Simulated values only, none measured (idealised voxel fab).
Title: Process Module voxel transistor to metal
Cross-section cut: width 180 nm, square cells of 5 nm.
A cross-section is written here as square cells arranged in a grid, and it is given in bands from the top down, each band taking up one or more rows of cells.
Band entry format. Leading values: height of top, height of bottom, nm. Remainder: materials in left-to-right order, each with its width in nm. Special words: "full width" on a single material, which then fills the band edge to edge; "blank", empty space.
Heights are measured from 0, the level below which the as-received wafer is all one material; the lowest band has no bottom and continues downward, written as in "0 down".
Width: "30->40" (first number = top row, second number = bottom row, same change from row to row of cells).
No cell of the cross-section changed in a step that is given as "all unchanged".
The entry titled "Enclosed cavities" provides the empty spaces that have no open way to the top, restricted to those of 8 cells or more. Each is presented as width x height at distance, the distance being measured from the left edge, with all three in nm.
It should be noted that, on the line of a given step, the content following the step's settings is a remark produced by the simulator itself with respect to that step.
overlay nm: right-of-plan distance of the mask on a masked step; negative values mean left-of-plan.
What follows is a series of pairs. Each pair shows a cross-section before one process step and the cross-section after it, and the after view is drawn only down to the lowest band that changed. Beneath each pair is the step that lies between the two, with its settings. Pairs may come from different runs of this module on the same starting wafer, so a pair continues from the one above it only where its entry headed "Pre-step geometry" says so.

[Pre-step geometry]
    85 to 55 = 45 of SiO2  15 of blank  55 of SiO2  15 of blank  50 of SiO2
    55 to 50 = 45 of SiCN  15 of blank  55 of SiCN  15 of blank  50 of SiCN
    50 to 35 = 45 of SiO2  5 of TiN  5 of Cu  5 of TiN  55 of SiO2  5 of TiN  5 of Cu  5 of TiN  50 of SiO2
    35 to 30 = 45 of SiCN  15 of TiN  55 of SiCN  15 of TiN  50 of SiCN
    30 to 15 = 45 of SiO2  5 of TiN  5 of W  5 of TiN  55 of SiO2  5 of TiN  5 of W  5 of TiN  50 of SiO2
    15 to 10 = 45 of SiO2  15 of TiN  5 of SiO2  10 of SiN  5 of HfO2  5 of TiN  5 of W  5 of TiN  5 of HfO2  10 of SiN  5 of SiO2  15 of TiN  50 of SiO2
    10 to 5 = 45 of SiO2  5 of TiN  15 of pSi  10 of SiN  5 of HfO2  5 of TiN  5 of W  5 of TiN  5 of HfO2  10 of SiN  15 of pSi  5 of TiN  50 of SiO2
    5 to 0 = 45 of SiO2  5 of TiN  15 of pSi  10 of SiN  5 of HfO2  15 of TiN  5 of HfO2  10 of SiN  15 of pSi  5 of TiN  50 of SiO2
    0 to -5 = 45 of SiO2  5 of TiN  15 of pSi  5 of SiO2  35 of HfO2  5 of SiO2  15 of pSi  5 of TiN  50 of SiO2
    -5 to -20 = 40 of SiO2  25 of pSi  45 of Si  25 of pSi  45 of SiO2
    -20 to -40 = 40 of SiO2  95 of Si  45 of SiO2
    -40 down = Si full width
    Enclosed cavities: none

[Resulting Cross-Section]
    90 to 85 = 50 of W  5 of blank  65 of W  5 of blank  55 of W
    85 to 55 = 45 of SiO2  5 of W  5 of blank  5 of W  55 of SiO2  5 of W  5 of blank  5 of W  50 of SiO2
    55 to 50 = 45 of SiCN  15 of W  55 of SiCN  15 of W  50 of SiCN
    For the remainder of the cross-section, below 50, there is no change.
    Enclosed cavities: none
Applied between the two views above: CONFORMAL_DEP [material W] [thk nm 5]

Pre-step geometry: starting point is the after cross-section of the pair just above.

[Resulting Cross-Section]
    100 to 90 = Cu full width
    90 to 85 = 50 of W  5 of Cu  65 of W  5 of Cu  55 of W
    85 to 55 = 45 of SiO2  5 of W  5 of Cu  5 of W  55 of SiO2  5 of W  5 of Cu  5 of W  50 of SiO2
    For the remainder of the cross-section, below 55, there is no change.
    Enclosed cavities: none
Applied between the two views above: FILL_DEP [material Cu] [thk nm 10]

Pre-step geometry: starting point is the after cross-section of the pair just above.

[Resulting Cross-Section]
    85 to 55 = 45 of SiO2  5 of W  5 of Cu  5 of W  55 of SiO2  5 of W  5 of Cu  5 of W  50 of SiO2
    For the remainder of the cross-section, below 55, there is no change.
    Enclosed cavities: none
Applied between the two views above: CMP [height nm 85]

Pre-step geometry: starting point is the after cross-section of the pair just above.

[Resulting Cross-Section]
    90 to 85 = SiN full width
    For the remainder of the cross-section, below 85, there is no change.
    Enclosed cavities: none
Applied between the two views above: CONFORMAL_DEP [material SiN] [thk nm 5]

[Pre-step geometry]
    15 to 5 = SiN full width
    5 to 0 = SiO2 full width
    0 down = Si full width
    Enclosed cavities: none

[Resulting Cross-Section]
    35 to 15 = 35 of resist  105 of blank  40 of resist
    For the remainder of the cross-section, below 15, there is no change.
    Enclosed cavities: none
Applied between the two views above: PATTERN [tone open] [mask id ACTIVE] [material resist] [width nm 105] [thk nm 20] [overlay nm 0]

Pre-step geometry: starting point is the after cross-section of the pair just above.

[Resulting Cross-Section]
    35 to 15 = 35 of resist  105 of blank  40 of resist
    15 to 5 = 35 of SiN  105 of blank  40 of SiN
    For the remainder of the cross-section, below 5, there is no change.
    Enclosed cavities: none
Applied between the two views above: DIRECTIONAL_ETCH [etch materials SiN] [depth nm 10]

Pre-step geometry: starting point is the after cross-section of the pair just above.

[Resulting Cross-Section]
    35 to 15 = 35 of resist  105 of blank  40 of resist
    15 to 5 = 35 of SiN  105 of blank  40 of SiN
    5 to 0 = 35 of SiO2  105 of blank  40 of SiO2
    For the remainder of the cross-section, below 0, there is no change.
    Enclosed cavities: none
Applied between the two views above: DIRECTIONAL_ETCH [etch materials SiO2] [depth nm 5]

Pre-step geometry: starting point is the after cross-section of the pair just above.

[Resulting Cross-Section]
    35 to 15 = 35 of resist  105 of blank  40 of resist
    15 to 5 = 35 of SiN  105 of blank  40 of SiN
    5 to 0 = 35 of SiO2  105 of blank  40 of SiO2
    0 to -35 = 35 of Si  105 of blank  40 of Si
    For the remainder of the cross-section, below -35, there is no change.
    Enclosed cavities: none
Applied between the two views above: DIRECTIONAL_ETCH [etch materials Si] [depth nm 35]

Pre-step geometry: starting point is the after cross-section of the pair just above.

[Resulting Cross-Section]
    15 to 5 = 35 of SiN  105 of blank  40 of SiN
    For the remainder of the cross-section, below 5, there is no change.
    Enclosed cavities: none
Applied between the two views above: STRIP [etch materials resist]

Pre-step geometry: starting point is the after cross-section of the pair just above.

[Resulting Cross-Section]
    15 to 5 = 35 of SiN  105 of blank  40 of SiN
    5 to 0 = 35 of SiO2  105 of blank  40 of SiO2
    0 to -35 = 30 of Si  5 of SiO2  105 of blank  5 of SiO2  35 of Si
    -35 to -40 = 30 of Si  115 of SiO2  35 of Si
    For the remainder of the cross-section, below -40, there is no change.
    Enclosed cavities: none
Applied between the two views above: OXIDIZE [depth nm 5]

Pre-step geometry: starting point is the after cross-section of the pair just above.

[Resulting Cross-Section]
    20 to 15 = SiO2 full width
    15 to 5 = 35 of SiN  105 of SiO2  40 of SiN
    5 to 0 = SiO2 full width
    0 to -40 = 30 of Si  115 of SiO2  35 of Si
    For the remainder of the cross-section, below -40, there is no change.
    Enclosed cavities: none
Applied between the two views above: FILL_DEP [material SiO2] [thk nm 5]

Pre-step geometry: starting point is the after cross-section of the pair just above.

[Resulting Cross-Section]
    15 to 5 = 35 of SiN  105 of SiO2  40 of SiN
    For the remainder of the cross-section, below 5, there is no change.
    Enclosed cavities: none
Applied between the two views above: CMP [height nm 15]

Pre-step geometry: starting point is the after cross-section of the pair just above.

[Resulting Cross-Section]
    15 to 5 = 35 of SiN  105 of blank  40 of SiN
    For the remainder of the cross-section, below 5, there is no change.
    Enclosed cavities: none
Applied between the two views above: SELECTIVE_ETCH [etch materials SiO2] [depth nm 10]

Pre-step geometry: starting point is the after cross-section of the pair just above.

[Resulting Cross-Section]
    5 to 0 = SiO2 full width
    For the remainder of the cross-section, below 0, there is no change.
    Enclosed cavities: none
Applied between the two views above: STRIP [etch materials SiN]

Pre-step geometry: starting point is the after cross-section of the pair just above.

[Resulting Cross-Section]
    0 to -40 = 30 of Si  115 of SiO2  35 of Si
    For the remainder of the cross-section, below -40, there is no change.
    Enclosed cavities: none
Applied between the two views above: SELECTIVE_ETCH [etch materials SiO2] [depth nm 5]

Pre-step geometry: starting point is the after cross-section of the pair just above.

[Resulting Cross-Section]
    0 to -5 = SiO2 full width
    For the remainder of the cross-section, below -5, there is no change.
    Enclosed cavities: none
Applied between the two views above: OXIDIZE [depth nm 5]

Pre-step geometry: starting point is the after cross-section of the pair just above.

[Resulting Cross-Section]
    20 to 0 = polySi full width
    For the remainder of the cross-section, below 0, there is no change.
    Enclosed cavities: none
Applied between the two views above: DIRECTIONAL_DEP [material polySi] [thk nm 20]

Pre-step geometry: starting point is the after cross-section of the pair just above.

[Resulting Cross-Section]
    30 to 20 = SiCN full width
    For the remainder of the cross-section, below 20, there is no change.
    Enclosed cavities: none
Applied between the two views above: DIRECTIONAL_DEP [material SiCN] [thk nm 10]

Pre-step geometry: starting point is the after cross-section of the pair just above.

[Resulting Cross-Section]
    50 to 30 = 75 of blank  25 of resist  80 of blank
    For the remainder of the cross-section, below 30, there is no change.
    Enclosed cavities: none
Applied between the two views above: PATTERN [tone cover] [mask id GATE] [material resist] [width nm 25] [thk nm 20] [overlay nm 0]

Pre-step geometry: starting point is the after cross-section of the pair just above.

[Resulting Cross-Section]
    50 to 30 = 75 of blank  25 of resist  80 of blank
    30 to 20 = 75 of blank  25 of SiCN  80 of blank
    For the remainder of the cross-section, below 20, there is no change.
    Enclosed cavities: none
Applied between the two views above: DIRECTIONAL_ETCH [etch materials SiCN] [depth nm 20]

Pre-step geometry: starting point is the after cross-section of the pair just above.

[Resulting Cross-Section]
    50 to 30 = 75 of blank  25 of resist  80 of blank
    30 to 20 = 75 of blank  25 of SiCN  80 of blank
    20 to 0 = 75 of blank  25 of polySi  80 of blank
    For the remainder of the cross-section, below 0, there is no change.
    Enclosed cavities: none
Applied between the two views above: DIRECTIONAL_ETCH [etch materials polySi] [depth nm 30]

Pre-step geometry: starting point is the after cross-section of the pair just above.

[Resulting Cross-Section]
    30 to 20 = 75 of blank  25 of SiCN  80 of blank
    For the remainder of the cross-section, below 20, there is no change.
    Enclosed cavities: none
Applied between the two views above: STRIP [etch materials resist]

Pre-step geometry: starting point is the after cross-section of the pair just above.

[Resulting Cross-Section]
    40 to 30 = 65 of blank  45 of SiN  70 of blank
    30 to 20 = 65 of blank  10 of SiN  25 of SiCN  10 of SiN  70 of blank
    20 to 10 = 65 of blank  10 of SiN  25 of polySi  10 of SiN  70 of blank
    10 to 0 = 75 of SiN  25 of polySi  80 of SiN
    For the remainder of the cross-section, below 0, there is no change.
    Enclosed cavities: none
Applied between the two views above: CONFORMAL_DEP [material SiN] [thk nm 10]

Pre-step geometry: starting point is the after cross-section of the pair just above.

[Resulting Cross-Section]
    30 to 20 = 65 of blank  10 of SiN  25 of SiCN  10 of SiN  70 of blank
    20 to 0 = 65 of blank  10 of SiN  25 of polySi  10 of SiN  70 of blank
    For the remainder of the cross-section, below 0, there is no change.
    Enclosed cavities: none
Applied between the two views above: DIRECTIONAL_ETCH [etch materials SiN] [depth nm 10]

Pre-step geometry: starting point is the after cross-section of the pair just above.

[Resulting Cross-Section]
    30 to 20 = 65 of blank  10 of SiN  25 of SiCN  10 of SiN  70 of blank
    20 to 0 = 65 of blank  10 of SiN  25 of polySi  10 of SiN  70 of blank
    0 to -5 = 65 of blank  45 of SiO2  70 of blank
    For the remainder of the cross-section, below -5, there is no change.
    Enclosed cavities: none
Applied between the two views above: DIRECTIONAL_ETCH [etch materials SiO2] [depth nm 5]

Pre-step geometry: starting point is the after cross-section of the pair just above.

[Resulting Cross-Section]
    30 to 20 = 65 of blank  10 of SiN  25 of SiCN  10 of SiN  70 of blank
    20 to 0 = 65 of blank  10 of SiN  25 of polySi  10 of SiN  70 of blank
    0 to -5 = 65 of blank  45 of SiO2  70 of blank
    -5 to -20 = 30 of blank  115 of SiO2  35 of blank
    For the remainder of the cross-section, below -20, there is no change.
    Enclosed cavities: none
Applied between the two views above: DIRECTIONAL_ETCH [etch materials Si] [depth nm 15]

Pre-step geometry: starting point is the after cross-section of the pair just above.

[Resulting Cross-Section]
    30 to 20 = 65 of blank  10 of SiN  25 of SiCN  10 of SiN  70 of blank
    20 to 0 = 65 of blank  10 of SiN  25 of polySi  10 of SiN  70 of blank
    0 to -5 = 65 of blank  45 of SiO2  70 of blank
    -5 to -20 = 30 of pSi  115 of SiO2  35 of pSi
    For the remainder of the cross-section, below -20, there is no change.
    Enclosed cavities: none
Applied between the two views above: EPI [material pSi] [thk nm 15]

Pre-step geometry: starting point is the after cross-section of the pair just above.

[Resulting Cross-Section]
    35 to 30 = SiO2 full width
    30 to 20 = 65 of SiO2  10 of SiN  25 of SiCN  10 of SiN  70 of SiO2
    20 to 0 = 65 of SiO2  10 of SiN  25 of polySi  10 of SiN  70 of SiO2
    0 to -5 = SiO2 full width
    For the remainder of the cross-section, below -5, there is no change.
    Enclosed cavities: none
Applied between the two views above: FILL_DEP [material SiO2] [thk nm 5]

Pre-step geometry: starting point is the after cross-section of the pair just above.

[Resulting Cross-Section]
    20 to 0 = 65 of SiO2  10 of SiN  25 of polySi  10 of SiN  70 of SiO2
    For the remainder of the cross-section, below 0, there is no change.
    Enclosed cavities: none
Applied between the two views above: CMP [height nm 20]

Pre-step geometry: starting point is the after cross-section of the pair just above.

[Resulting Cross-Section]
    20 to 0 = 65 of SiO2  10 of SiN  25 of blank  10 of SiN  70 of SiO2
    For the remainder of the cross-section, below 0, there is no change.
    Enclosed cavities: none
Applied between the two views above: STRIP [etch materials polySi]

Pre-step geometry: starting point is the after cross-section of the pair just above.

[Resulting Cross-Section]
    20 to 15 = 65 of blank  10 of SiN  25 of blank  10 of SiN  70 of blank
    15 to 0 = 65 of SiO2  10 of SiN  25 of blank  10 of SiN  70 of SiO2
    0 to -5 = 70 of SiO2  35 of blank  75 of SiO2
    For the remainder of the cross-section, below -5, there is no change.
    Enclosed cavities: none
Applied between the two views above: SELECTIVE_ETCH [etch materials SiO2] [depth nm 5]

Pre-step geometry: starting point is the after cross-section of the pair just above.

[Resulting Cross-Section]
    25 to 20 = 60 of blank  20 of HfO2  15 of blank  20 of HfO2  65 of blank
    20 to 15 = 65 of HfO2  10 of SiN  5 of HfO2  15 of blank  5 of HfO2  10 of SiN  70 of HfO2
    15 to 0 = 65 of SiO2  10 of SiN  5 of HfO2  15 of blank  5 of HfO2  10 of SiN  70 of SiO2
    0 to -5 = 70 of SiO2  35 of HfO2  75 of SiO2
    For the remainder of the cross-section, below -5, there is no change.
    Enclosed cavities: none
Applied between the two views above: CONFORMAL_DEP [material HfO2] [thk nm 5]

Pre-step geometry: starting point is the after cross-section of the pair just above.

[Resulting Cross-Section]
    30 to 25 = 55 of blank  30 of TiN  5 of blank  30 of TiN  60 of blank
    25 to 20 = 60 of TiN  20 of HfO2  5 of TiN  5 of blank  5 of TiN  20 of HfO2  65 of TiN
    20 to 15 = 65 of HfO2  10 of SiN  5 of HfO2  5 of TiN  5 of blank  5 of TiN  5 of HfO2  10 of SiN  70 of HfO2
    15 to 5 = 65 of SiO2  10 of SiN  5 of HfO2  5 of TiN  5 of blank  5 of TiN  5 of HfO2  10 of SiN  70 of SiO2
    5 to 0 = 65 of SiO2  10 of SiN  5 of HfO2  15 of TiN  5 of HfO2  10 of SiN  70 of SiO2
    For the remainder of the cross-section, below 0, there is no change.
    Enclosed cavities: none
Applied between the two views above: CONFORMAL_DEP [material TiN] [thk nm 5]

Pre-step geometry: starting point is the after cross-section of the pair just above.

[Resulting Cross-Section]
    35 to 30 = W full width
    30 to 25 = 55 of W  30 of TiN  5 of W  30 of TiN  60 of W
    25 to 20 = 60 of TiN  20 of HfO2  5 of TiN  5 of W  5 of TiN  20 of HfO2  65 of TiN
    20 to 15 = 65 of HfO2  10 of SiN  5 of HfO2  5 of TiN  5 of W  5 of TiN  5 of HfO2  10 of SiN  70 of HfO2
    15 to 5 = 65 of SiO2  10 of SiN  5 of HfO2  5 of TiN  5 of W  5 of TiN  5 of HfO2  10 of SiN  70 of SiO2
    For the remainder of the cross-section, below 5, there is no change.
    Enclosed cavities: none
Applied between the two views above: FILL_DEP [material W] [thk nm 5]

Pre-step geometry: starting point is the after cross-section of the pair just above.

[Resulting Cross-Section]
    15 to 5 = 65 of SiO2  10 of SiN  5 of HfO2  5 of TiN  5 of W  5 of TiN  5 of HfO2  10 of SiN  70 of SiO2
    For the remainder of the cross-section, below 5, there is no change.
    Enclosed cavities: none
Applied between the two views above: CMP [height nm 15]

Pre-step geometry: starting point is the after cross-section of the pair just above.

[Resulting Cross-Section]
    30 to 15 = SiO2 full width
    For the remainder of the cross-section, below 15, there is no change.
    Enclosed cavities: none
Applied between the two views above: DIRECTIONAL_DEP [material SiO2] [thk nm 15]

Pre-step geometry: starting point is the after cross-section of the pair just above.

[Resulting Cross-Section]
    40 to 30 = aC full width
    For the remainder of the cross-section, below 30, there is no change.
    Enclosed cavities: none
Applied between the two views above: DIRECTIONAL_DEP [material aC] [thk nm 10]

Pre-step geometry: starting point is the after cross-section of the pair just above.

[Resulting Cross-Section]
    70 to 40 = 45 of resist  15 of blank  55 of resist  15 of blank  50 of resist
    For the remainder of the cross-section, below 40, there is no change.
    Enclosed cavities: none
Applied between the two views above: PATTERN [tone open] [mask id CONTACT] [material resist] [width nm 15] [pitch nm 70] [thk nm 30] [overlay nm 0]

Pre-step geometry: starting point is the after cross-section of the pair just above.

[Resulting Cross-Section]
    60 to 40 = 45 of resist  15 of blank  55 of resist  15 of blank  50 of resist
    40 to 30 = 45 of aC  15 of blank  55 of aC  15 of blank  50 of aC
    For the remainder of the cross-section, below 30, there is no change.
    Enclosed cavities: none
Applied between the two views above: DIRECTIONAL_ETCH [etch materials aC] [depth nm 10]

Pre-step geometry: starting point is the after cross-section of the pair just above.

[Resulting Cross-Section]
    40 to 30 = 45 of aC  15 of blank  55 of aC  15 of blank  50 of aC
    For the remainder of the cross-section, below 30, there is no change.
    Enclosed cavities: none
Applied between the two views above: STRIP [etch materials resist]

Pre-step geometry: starting point is the after cross-section of the pair just above.

[Resulting Cross-Section]
    40 to 30 = 45 of aC  15 of blank  55 of aC  15 of blank  50 of aC
    30 to 15 = 45 of SiO2  15 of blank  55 of SiO2  15 of blank  50 of SiO2
    15 to 5 = 45 of SiO2  15 of blank  5 of SiO2  10 of SiN  5 of HfO2  5 of TiN  5 of W  5 of TiN  5 of HfO2  10 of SiN  5 of SiO2  15 of blank  50 of SiO2
    5 to 0 = 45 of SiO2  15 of blank  5 of SiO2  10 of SiN  5 of HfO2  15 of TiN  5 of HfO2  10 of SiN  5 of SiO2  15 of blank  50 of SiO2
    0 to -5 = 45 of SiO2  15 of blank  10 of SiO2  35 of HfO2  10 of SiO2  15 of blank  50 of SiO2
    For the remainder of the cross-section, below -5, there is no change.
    Enclosed cavities: none
Applied between the two views above: DIRECTIONAL_ETCH [etch materials SiO2] [depth nm 35]

Pre-step geometry: starting point is the after cross-section of the pair just above.

[Resulting Cross-Section]
    30 to 15 = 45 of SiO2  15 of blank  55 of SiO2  15 of blank  50 of SiO2
    For the remainder of the cross-section, below 15, there is no change.
    Enclosed cavities: none
Applied between the two views above: STRIP [etch materials aC]

Pre-step geometry: starting point is the after cross-section of the pair just above.

[Resulting Cross-Section]
    35 to 30 = 50 of TiN  5 of blank  65 of TiN  5 of blank  55 of TiN
    30 to 15 = 45 of SiO2  5 of TiN  5 of blank  5 of TiN  55 of SiO2  5 of TiN  5 of blank  5 of TiN  50 of SiO2
    15 to 5 = 45 of SiO2  5 of TiN  5 of blank  5 of TiN  5 of SiO2  10 of SiN  5 of HfO2  5 of TiN  5 of W  5 of TiN  5 of HfO2  10 of SiN  5 of SiO2  5 of TiN  5 of blank  5 of TiN  50 of SiO2
    5 to 0 = 45 of SiO2  5 of TiN  5 of blank  5 of TiN  5 of SiO2  10 of SiN  5 of HfO2  15 of TiN  5 of HfO2  10 of SiN  5 of SiO2  5 of TiN  5 of blank  5 of TiN  50 of SiO2
    0 to -5 = 45 of SiO2  15 of TiN  10 of SiO2  35 of HfO2  10 of SiO2  15 of TiN  50 of SiO2
    For the remainder of the cross-section, below -5, there is no change.
    Enclosed cavities: none
Applied between the two views above: CONFORMAL_DEP [material TiN] [thk nm 5]

Pre-step geometry: starting point is the after cross-section of the pair just above.

[Resulting Cross-Section]
    45 to 35 = W full width
    35 to 30 = 50 of TiN  5 of W  65 of TiN  5 of W  55 of TiN
    30 to 15 = 45 of SiO2  5 of TiN  5 of W  5 of TiN  55 of SiO2  5 of TiN  5 of W  5 of TiN  50 of SiO2
    15 to 5 = 45 of SiO2  5 of TiN  5 of W  5 of TiN  5 of SiO2  10 of SiN  5 of HfO2  5 of TiN  5 of W  5 of TiN  5 of HfO2  10 of SiN  5 of SiO2  5 of TiN  5 of W  5 of TiN  50 of SiO2
    5 to 0 = 45 of SiO2  5 of TiN  5 of W  5 of TiN  5 of SiO2  10 of SiN  5 of HfO2  15 of TiN  5 of HfO2  10 of SiN  5 of SiO2  5 of TiN  5 of W  5 of TiN  50 of SiO2
    For the remainder of the cross-section, below 0, there is no change.
    Enclosed cavities: none
Applied between the two views above: FILL_DEP [material W] [thk nm 10]

Pre-step geometry: starting point is the after cross-section of the pair just above.

[Resulting Cross-Section]
    30 to 15 = 45 of SiO2  5 of TiN  5 of W  5 of TiN  55 of SiO2  5 of TiN  5 of W  5 of TiN  50 of SiO2
    For the remainder of the cross-section, below 15, there is no change.
    Enclosed cavities: none
Applied between the two views above: CMP [height nm 30]

Pre-step geometry: starting point is the after cross-section of the pair just above.

[Resulting Cross-Section]
    35 to 30 = SiCN full width
    For the remainder of the cross-section, below 30, there is no change.
    Enclosed cavities: none
Applied between the two views above: CONFORMAL_DEP [material SiCN] [thk nm 5]

Pre-step geometry: starting point is the after cross-section of the pair just above.

[Resulting Cross-Section]
    50 to 35 = SiO2 full width
    For the remainder of the cross-section, below 35, there is no change.
    Enclosed cavities: none
Applied between the two views above: DIRECTIONAL_DEP [material SiO2] [thk nm 15]

Pre-step geometry: starting point is the after cross-section of the pair just above.

[Resulting Cross-Section]
    65 to 50 = aC full width
    For the remainder of the cross-section, below 50, there is no change.
    Enclosed cavities: none
Applied between the two views above: DIRECTIONAL_DEP [material aC] [thk nm 15]

Pre-step geometry: starting point is the after cross-section of the pair just above.

[Resulting Cross-Section]
    95 to 65 = 45 of resist  15 of blank  55 of resist  15 of blank  50 of resist
    For the remainder of the cross-section, below 65, there is no change.
    Enclosed cavities: none
Applied between the two views above: PATTERN [tone open] [mask id METAL_1] [material resist] [width nm 15] [pitch nm 70] [thk nm 30] [overlay nm 0]

Pre-step geometry: starting point is the after cross-section of the pair just above.

[Resulting Cross-Section]
    80 to 65 = 45 of resist  15 of blank  55 of resist  15 of blank  50 of resist
    65 to 50 = 45 of aC  15 of blank  55 of aC  15 of blank  50 of aC
    For the remainder of the cross-section, below 50, there is no change.
    Enclosed cavities: none
Applied between the two views above: DIRECTIONAL_ETCH [etch materials aC] [depth nm 15]

Pre-step geometry: starting point is the after cross-section of the pair just above.

[Resulting Cross-Section]
    65 to 50 = 45 of aC  15 of blank  55 of aC  15 of blank  50 of aC
    For the remainder of the cross-section, below 50, there is no change.
    Enclosed cavities: none
Applied between the two views above: STRIP [etch materials resist]

Pre-step geometry: starting point is the after cross-section of the pair just above.

[Resulting Cross-Section]
    65 to 50 = 45 of aC  15 of blank  55 of aC  15 of blank  50 of aC
    50 to 35 = 45 of SiO2  15 of blank  55 of SiO2  15 of blank  50 of SiO2
    For the remainder of the cross-section, below 35, there is no change.
    Enclosed cavities: none
Applied between the two views above: DIRECTIONAL_ETCH [etch materials SiO2] [depth nm 15]

Pre-step geometry: starting point is the after cross-section of the pair just above.

[Resulting Cross-Section]
    65 to 50 = 45 of aC  15 of blank  55 of aC  15 of blank  50 of aC
    50 to 35 = 45 of SiO2  15 of blank  55 of SiO2  15 of blank  50 of SiO2
    35 to 30 = 45 of SiCN  15 of blank  55 of SiCN  15 of blank  50 of SiCN
    For the remainder of the cross-section, below 30, there is no change.
    Enclosed cavities: none
Applied between the two views above: DIRECTIONAL_ETCH [etch materials SiCN] [depth nm 5]

Pre-step geometry: starting point is the after cross-section of the pair just above.

[Resulting Cross-Section]
    50 to 35 = 45 of SiO2  15 of blank  55 of SiO2  15 of blank  50 of SiO2
    For the remainder of the cross-section, below 35, there is no change.
    Enclosed cavities: none
Applied between the two views above: STRIP [etch materials aC]

Pre-step geometry: starting point is the after cross-section of the pair just above.

[Resulting Cross-Section]
    55 to 50 = 50 of TiN  5 of blank  65 of TiN  5 of blank  55 of TiN
    50 to 35 = 45 of SiO2  5 of TiN  5 of blank  5 of TiN  55 of SiO2  5 of TiN  5 of blank  5 of TiN  50 of SiO2
    35 to 30 = 45 of SiCN  15 of TiN  55 of SiCN  15 of TiN  50 of SiCN
    For the remainder of the cross-section, below 30, there is no change.
    Enclosed cavities: none
Applied between the two views above: CONFORMAL_DEP [material TiN] [thk nm 5]

Pre-step geometry: starting point is the after cross-section of the pair just above.

[Resulting Cross-Section]
    65 to 55 = Cu full width
    55 to 50 = 50 of TiN  5 of Cu  65 of TiN  5 of Cu  55 of TiN
    50 to 35 = 45 of SiO2  5 of TiN  5 of Cu  5 of TiN  55 of SiO2  5 of TiN  5 of Cu  5 of TiN  50 of SiO2
    For the remainder of the cross-section, below 35, there is no change.
    Enclosed cavities: none
Applied between the two views above: FILL_DEP [material Cu] [thk nm 10]

Pre-step geometry: starting point is the after cross-section of the pair just above.

[Resulting Cross-Section]
    50 to 35 = 45 of SiO2  5 of TiN  5 of Cu  5 of TiN  55 of SiO2  5 of TiN  5 of Cu  5 of TiN  50 of SiO2
    For the remainder of the cross-section, below 35, there is no change.
    Enclosed cavities: none
Applied between the two views above: CMP [height nm 50]

Pre-step geometry: starting point is the after cross-section of the pair just above.

[Resulting Cross-Section]
    55 to 50 = SiCN full width
    For the remainder of the cross-section, below 50, there is no change.
    Enclosed cavities: none
Applied between the two views above: CONFORMAL_DEP [material SiCN] [thk nm 5]

Pre-step geometry: starting point is the after cross-section of the pair just above.

[Resulting Cross-Section]
    85 to 55 = SiO2 full width
    For the remainder of the cross-section, below 55, there is no change.
    Enclosed cavities: none
Applied between the two views above: DIRECTIONAL_DEP [material SiO2] [thk nm 30]

Pre-step geometry: starting point is the after cross-section of the pair just above.

[Resulting Cross-Section]
    100 to 85 = aC full width
    For the remainder of the cross-section, below 85, there is no change.
    Enclosed cavities: none
Applied between the two views above: DIRECTIONAL_DEP [material aC] [thk nm 15]

Pre-step geometry: starting point is the after cross-section of the pair just above.

[Resulting Cross-Section]
    135 to 100 = 45 of resist  15 of blank  55 of resist  15 of blank  50 of resist
    For the remainder of the cross-section, below 100, there is no change.
    Enclosed cavities: none
Applied between the two views above: PATTERN [tone open] [mask id METAL_2] [material resist] [width nm 15] [pitch nm 70] [thk nm 35] [overlay nm 0]

Pre-step geometry: starting point is the after cross-section of the pair just above.

[Resulting Cross-Section]
    120 to 100 = 45 of resist  15 of blank  55 of resist  15 of blank  50 of resist
    100 to 85 = 45 of aC  15 of blank  55 of aC  15 of blank  50 of aC
    For the remainder of the cross-section, below 85, there is no change.
    Enclosed cavities: none
Applied between the two views above: DIRECTIONAL_ETCH [etch materials aC] [depth nm 15]

Pre-step geometry: starting point is the after cross-section of the pair just above.

[Resulting Cross-Section]
    100 to 85 = 45 of aC  15 of blank  55 of aC  15 of blank  50 of aC
    For the remainder of the cross-section, below 85, there is no change.
    Enclosed cavities: none
Applied between the two views above: STRIP [etch materials resist]

Pre-step geometry: starting point is the after cross-section of the pair just above.

[Resulting Cross-Section]
    100 to 85 = 45 of aC  15 of blank  55 of aC  15 of blank  50 of aC
    85 to 65 = 45 of SiO2  15 of blank  55 of SiO2  15 of blank  50 of SiO2
    For the remainder of the cross-section, below 65, there is no change.
    Enclosed cavities: none
Applied between the two views above: DIRECTIONAL_ETCH [etch materials SiO2] [depth nm 20]

Pre-step geometry: starting point is the after cross-section of the pair just above.

[Resulting Cross-Section]
    85 to 65 = 45 of SiO2  15 of blank  55 of SiO2  15 of blank  50 of SiO2
    For the remainder of the cross-section, below 65, there is no change.
    Enclosed cavities: none
Applied between the two views above: STRIP [etch materials aC]

Pre-step geometry: starting point is the after cross-section of the pair just above.

[Resulting Cross-Section]
    100 to 85 = 45 of aC  15 of blank  55 of aC  15 of blank  50 of aC
    85 to 80 = 45 of SiO2  15 of blank  55 of SiO2  15 of blank  50 of SiO2
    80 to 65 = 45 of SiO2  15 of aC  55 of SiO2  15 of aC  50 of SiO2
    For the remainder of the cross-section, below 65, there is no change.
    Enclosed cavities: none
Applied between the two views above: DIRECTIONAL_DEP [material aC] [thk nm 15]

Pre-step geometry: starting point is the after cross-section of the pair just above.

[Resulting Cross-Section]
    135 to 100 = 45 of resist  15 of blank  55 of resist  15 of blank  50 of resist
    For the remainder of the cross-section, below 100, there is no change.
    Enclosed cavities: none
Applied between the two views above: PATTERN [tone open] [mask id METAL_2_HOLES] [material resist] [width nm 15] [pitch nm 70] [thk nm 35] [overlay nm 0]

Pre-step geometry: starting point is the after cross-section of the pair just above.

[Resulting Cross-Section]
    120 to 100 = 45 of resist  15 of blank  55 of resist  15 of blank  50 of resist
    100 to 85 = 45 of aC  15 of blank  55 of aC  15 of blank  50 of aC
    85 to 65 = 45 of SiO2  15 of blank  55 of SiO2  15 of blank  50 of SiO2
    For the remainder of the cross-section, below 65, there is no change.
    Enclosed cavities: none
Applied between the two views above: DIRECTIONAL_ETCH [etch materials aC] [depth nm 15]

Pre-step geometry: starting point is the after cross-section of the pair just above.

[Resulting Cross-Section]
    100 to 85 = 45 of aC  15 of blank  55 of aC  15 of blank  50 of aC
    For the remainder of the cross-section, below 85, there is no change.
    Enclosed cavities: none
Applied between the two views above: STRIP [etch materials resist]

Pre-step geometry: starting point is the after cross-section of the pair just above.

[Resulting Cross-Section]
    100 to 85 = 45 of aC  15 of blank  55 of aC  15 of blank  50 of aC
    85 to 55 = 45 of SiO2  15 of blank  55 of SiO2  15 of blank  50 of SiO2
    For the remainder of the cross-section, below 55, there is no change.
    Enclosed cavities: none
Applied between the two views above: DIRECTIONAL_ETCH [etch materials SiO2] [depth nm 10]
